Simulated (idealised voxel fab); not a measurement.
process module | voxel wiring stack
The width of the displayed cross-section, cut, is 230 nm; its cells are square, with a size of 5 nm.
A cross-section is a grid of square cells, given in bands from the top down. A band is one or more rows of cells.
Each band's line starts with the height of the band's top and of its bottom, in nm. Then come its materials from left to right, each with its width in nm. One material with "all across" fills the band from edge to edge. "blank" is empty space.
We count height from 0. Below that, the starting wafer is all one material. The lowest band never ends at the bottom but goes on down; see "z 0 and below" for how that is written.
The expression "30..40" gives the width at the extremes of the band, the first number at its top row of cells and the second at its bottom row, with the width changing by equal amounts from each row to the next in between.
Key: "remains unaltered" - step with no changed cell in the cross-section.
The entry "Sealed void list" lists the empty spaces that cover at least 8 cells and have no open path to the top. Each is written as width x height at distance, where the distance is measured from the left edge and all three values are in nm.
Past the settings on a step's line: simulator remark, on that step.
You can add "overlay nm" to a step's line. For a step with a mask, it describes how far the mask lay to the right of its planned position, and a negative number describes a lay to the left.

### Steps planned for the process
step 1: op RECEIVE | material Si
step 2: op CONFORMAL_DEP | material SiO2 | thk nm 10
step 3: op DIRECTIONAL_DEP | material TiN | thk nm 5
step 4: op DIRECTIONAL_DEP | material W | thk nm 20
step 5: op DIRECTIONAL_DEP | material aC | thk nm 10
step 6: op PATTERN | tone cover | mask id METAL_1 | material resist | width nm 25 | pitch nm 55 | thk nm 30 | overlay nm 0
step 7: op DIRECTIONAL_ETCH | etch materials aC | depth nm 10
step 8: op STRIP | etch materials resist
step 9: op DIRECTIONAL_ETCH | etch materials W | depth nm 20
step 10: op DIRECTIONAL_ETCH | etch materials TiN | depth nm 5
step 11: op STRIP | etch materials aC
step 12: op CONFORMAL_DEP | material SiN | thk nm 5
step 13: op FILL_DEP | material lowk | thk nm 5
step 14: op CMP | height nm 35
step 15: op CONFORMAL_DEP | material SiCN | thk nm 5
step 16: op DIRECTIONAL_DEP | material lowk | thk nm 30
step 17: op DIRECTIONAL_DEP | material aC | thk nm 15
step 18: op PATTERN | tone open | mask id METAL_2_HOLES | material resist | width nm 15 | pitch nm 110 | thk nm 35 | overlay nm 0
step 19: op DIRECTIONAL_ETCH | etch materials aC | depth nm 15
step 20: op STRIP | etch materials resist
step 21: op DIRECTIONAL_ETCH | etch materials lowk | depth nm 30
step 22: op STRIP | etch materials aC
step 23: op DIRECTIONAL_DEP | material aC | thk nm 10
step 24: op PATTERN | tone open | mask id METAL_2 | material resist | width nm 25 | pitch nm 55 | thk nm 25 | overlay nm 0
step 25: op DIRECTIONAL_ETCH | etch materials aC | depth nm 10
step 26: op STRIP | etch materials resist
step 27: op DIRECTIONAL_ETCH | etch materials lowk | depth nm 20
step 28: op DIRECTIONAL_ETCH | etch materials SiCN | depth nm 5
step 29: op STRIP | etch materials aC
step 30: op CONFORMAL_DEP | material TiN | thk nm 5
step 31: op FILL_DEP | material Cu | thk nm 10
step 32: op CMP | height nm 70
step 33: op CONFORMAL_DEP | material SiCN | thk nm 5
step 34: op DIRECTIONAL_DEP | material SiO2 | thk nm 30
step 35: op MASKED_ETCH | tone open | mask id METAL_3_HOLES | width nm 15 | pitch nm 110 | etch materials SiO2 | depth nm 30 | overlay nm 0
step 36: op PATTERN | tone open | mask id METAL_3 | material resist | width nm 25 | pitch nm 55 | thk nm 15 | overlay nm 0
step 37: op DIRECTIONAL_ETCH | etch materials SiO2 | depth nm 15
step 38: op DIRECTIONAL_ETCH | etch materials SiCN | depth nm 5
step 39: op STRIP | etch materials resist
step 40: op CONFORMAL_DEP | material TiN | thk nm 5
step 41: op FILL_DEP | material Cu | thk nm 10
step 42: op CMP | height nm 105
step 43: op CONFORMAL_DEP | material SiCN | thk nm 5
step 44: op DIRECTIONAL_DEP | material SiO2 | thk nm 15
step 45: op PATTERN | tone open | mask id PLUG_3 | material resist | width nm 15 | pitch nm 55 | thk nm 15 | overlay nm 0
step 46: op DIRECTIONAL_ETCH | etch materials SiO2 | depth nm 15
step 47: op DIRECTIONAL_ETCH | etch materials SiCN | depth nm 5
step 48: op STRIP | etch materials resist
step 49: op EPI | material Ru | thk nm 10
step 50: op EPI | material Ru | thk nm 10
step 51: op DIRECTIONAL_DEP | material TiN | thk nm 5
step 52: op DIRECTIONAL_DEP | material Ru | thk nm 20
step 53: op DIRECTIONAL_DEP | material aC | thk nm 15
step 54: op PATTERN | tone cover | mask id METAL_4 | material resist | width nm 25 | pitch nm 55 | thk nm 35 | overlay nm 0
step 55: op DIRECTIONAL_ETCH | etch materials aC | depth nm 15
step 56: op STRIP | etch materials resist
step 57: op DIRECTIONAL_ETCH | etch materials Ru | depth nm 20
step 58: op DIRECTIONAL_ETCH | etch materials TiN | depth nm 5
step 59: op STRIP | etch materials aC
step 60: op CONFORMAL_DEP | material SiCN | thk nm 5
step 61: op FILL_DEP | material lowk | thk nm 5
step 62: op CMP | height nm 150
step 63: op CONFORMAL_DEP | material SiCN | thk nm 5

### Step 1 complete: cross-section of the wafer as received
* z 0 and below | Si all across
* Sealed void list: none

### Final cross-section, module run with one mistake (start and plan as above)
* z 155 to 150 | SiCN all across
* z 150 to 130 | 15 of lowk, then 5 of SiCN, then 25 of Ru, then 5 of SiCN, then 20 of lowk, then 5 of SiCN, then 25 of Ru, then 5 of SiCN, then 20 of lowk, then 5 of SiCN, then 25 of Ru, then 5 of SiCN, then 20 of lowk, then 5 of SiCN, then 25 of Ru, then 5 of SiCN, then 15 of lowk
* z 130 to 125 | 20 of SiCN, then 25 of TiN, then 30 of SiCN, then 25 of TiN, then 30 of SiCN, then 25 of TiN, then 30 of SiCN, then 25 of TiN, then 20 of SiCN
* z 125 to 110 | 20 of SiO2, then 15 of Ru, then 40 of SiO2, then 15 of Ru, then 40 of SiO2, then 15 of Ru, then 40 of SiO2, then 15 of Ru, then 30 of SiO2
* z 110 to 105 | 20 of SiCN, then 15 of Ru, then 40 of SiCN, then 15 of Ru, then 40 of SiCN, then 15 of Ru, then 40 of SiCN, then 15 of Ru, then 30 of SiCN
* z 105 to 95 | 20 of SiO2, then 5 of TiN, then 15 of Cu, then 5 of TiN, then 30 of SiO2, then 5 of TiN, then 15 of Cu, then 5 of TiN, then 30 of SiO2, then 5 of TiN, then 15 of Cu, then 5 of TiN, then 30 of SiO2, then 5 of TiN, then 15 of Cu, then 5 of TiN, then 20 of SiO2
* z 95 to 90 | 20 of SiO2, then 5 of TiN, then 5 of Cu, then 15 of TiN, then 30 of SiO2, then 25 of TiN, then 30 of SiO2, then 5 of TiN, then 5 of Cu, then 15 of TiN, then 30 of SiO2, then 25 of TiN, then 20 of SiO2
* z 90 to 75 | 20 of SiO2, then 5 of TiN, then 5 of Cu, then 5 of TiN, then 95 of SiO2, then 5 of TiN, then 5 of Cu, then 5 of TiN, then 85 of SiO2
* z 75 to 70 | 20 of SiCN, then 15 of TiN, then 95 of SiCN, then 15 of TiN, then 85 of SiCN
* z 70 to 65 | 25 of TiN, then 15 of Cu, then 40 of TiN, then 15 of Cu, then 40 of TiN, then 15 of Cu, then 40 of TiN, then 15 of Cu, then 25 of TiN
* z 65 to 50 | 20 of lowk, then 5 of TiN, then 15 of Cu, then 5 of TiN, then 30 of lowk, then 5 of TiN, then 15 of Cu, then 5 of TiN, then 30 of lowk, then 5 of TiN, then 15 of Cu, then 5 of TiN, then 30 of lowk, then 5 of TiN, then 15 of Cu, then 5 of TiN, then 20 of lowk
* z 50 to 45 | 20 of lowk, then 5 of TiN, then 5 of Cu, then 15 of TiN, then 30 of lowk, then 25 of TiN, then 30 of lowk, then 5 of TiN, then 5 of Cu, then 15 of TiN, then 30 of lowk, then 25 of TiN, then 20 of lowk
* z 45 to 40 | 20 of lowk, then 5 of TiN, then 5 of Cu, then 5 of TiN, then 95 of lowk, then 5 of TiN, then 5 of Cu, then 5 of TiN, then 85 of lowk
* z 40 to 35 | 20 of SiCN, then 15 of TiN, then 95 of SiCN, then 15 of TiN, then 85 of SiCN
* z 35 to 15 | 15 of lowk, then 5 of SiN, then 25 of W, then 5 of SiN, then 20 of lowk, then 5 of SiN, then 25 of W, then 5 of SiN, then 20 of lowk, then 5 of SiN, then 25 of W, then 5 of SiN, then 20 of lowk, then 5 of SiN, then 25 of W, then 5 of SiN, then 15 of lowk
* z 15 to 10 | 20 of SiN, then 25 of TiN, then 30 of SiN, then 25 of TiN, then 30 of SiN, then 25 of TiN, then 30 of SiN, then 25 of TiN, then 20 of SiN
* z 10 to 0 | SiO2 all across
* z 0 and below | Si all across
* Sealed void list: none
Which mistake was made when the wafer was run? rather than as planned, step 16 actually ran as op DIRECTIONAL_DEP | material lowk | thk nm 25
